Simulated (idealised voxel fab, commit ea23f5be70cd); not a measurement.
The document below concerns the process module designated voxel gate over fins.
Section cut is 150 nm wide and gridded with 5 nm square cells.
Square cells in a grid make up a cross-section in this document, and the grid is given as bands, listed from the top down, each one or more rows of cells.
Band: top height; bottom height; in nm. Then, left to right: material with width in nm, for each material. "throughout": a single material spanning edge to edge. "blank": empty space.
Height 0 is the level under which the wafer as received is all one material. The lowest band goes on downwards, as in "z 0 and below".
It should be noted that a width expressed as "30..40" varies in equal increments from row to row of cells within the band, taking the value of the first number at the top row and that of the second number at the bottom row.
It should be understood that the words "nothing got changed", when stated for a given step, signify that the cross-section underwent no change in any of its cells during that step.
Basically, "Unvented voids" tells you about the enclosed voids: empty spaces with no open way to the top, 8 cells or bigger, each written width x height at distance, where distance is from the left edge, all in nm.
Anything after a step's settings on that line? It's the simulator's own note about the step.
overlay nm: mask right of planned place by this much (step with mask). Neg. = left.
# Process steps (planned)
step 1: RECEIVE, material Si
step 2: CONFORMAL_DEP, material SiN, thk nm 5
step 3: DIRECTIONAL_DEP, material aC, thk nm 10
step 4: PATTERN, tone cover, mask id FINS, material resist, width nm 15, pitch nm 40, thk nm 25, overlay nm 0
step 5: DIRECTIONAL_ETCH, etch materials aC, depth nm 10
step 6: STRIP, etch materials resist
step 7: DIRECTIONAL_ETCH, etch materials SiN, depth nm 5
step 8: DIRECTIONAL_ETCH, etch materials Si, depth nm 30
step 9: STRIP, etch materials aC
step 10: FILL_DEP, material SiO2, thk nm 10
step 11: CMP, height nm 5
step 12: SELECTIVE_ETCH, etch materials SiO2, depth nm 15
step 13: STRIP, etch materials SiN
step 14: CONFORMAL_DEP, material HfO2, thk nm 5
step 15: CONFORMAL_DEP, material TiN, thk nm 5
step 16: FILL_DEP, material W, thk nm 10
step 17: CMP, height nm 15
step 18: CONFORMAL_DEP, material SiN, thk nm 5
# As-received state of the wafer in cross-section, equivalent to post-step 1
* z 0 and below: Si throughout
* Unvented voids: none
# Cross-section taken at module completion on the first of two wafers; processed per the plan
* z 20 to 15: SiN throughout
* z 15 to 10: W throughout
* z 10 to 5: W 35, TiN 35, W 5, TiN 35, W 40
* z 5 to 0: W 35, TiN 5, HfO2 25, TiN 5, W 5, TiN 5, HfO2 25, TiN 5, W 40
* z 0 to -5: TiN 40, HfO2 5, Si 15, HfO2 5, TiN 15, HfO2 5, Si 15, HfO2 5, TiN 45
* z -5 to -10: HfO2 45, Si 15, HfO2 25, Si 15, HfO2 50
* z -10 to -30: SiO2 45, Si 15, SiO2 25, Si 15, SiO2 50
* z -30 and below: Si throughout
* Unvented voids: none
# Wafer two (of two), end-of-module cross-section: start = wafer one, plan = wafer one, one run mistake
* z 20 to 15: SiN throughout
* z 15 to 10: W throughout
* z 10 to 5: W 35, TiN 35, W 5, TiN 35, W 40
* z 5 to 0: W 35, TiN 5, HfO2 25, TiN 5, W 5, TiN 5, HfO2 25, TiN 5, W 40
* z 0 to -5: TiN 40, HfO2 5, Si 15, HfO2 5, TiN 15, HfO2 5, Si 15, HfO2 5, TiN 45
* z -5 to -10: HfO2 45, Si 15, HfO2 25, Si 15, HfO2 50
* z -10 to -60: SiO2 45, Si 15, SiO2 25, Si 15, SiO2 50
* z -60 and below: Si throughout
* Unvented voids: none
What broke from the plan during processing? execution of plan step 8 occurred twice
Final comparison by cell count, materials where the second wafer has more or fewer than the first: 144 fewer of Si, 144 more of SiO2
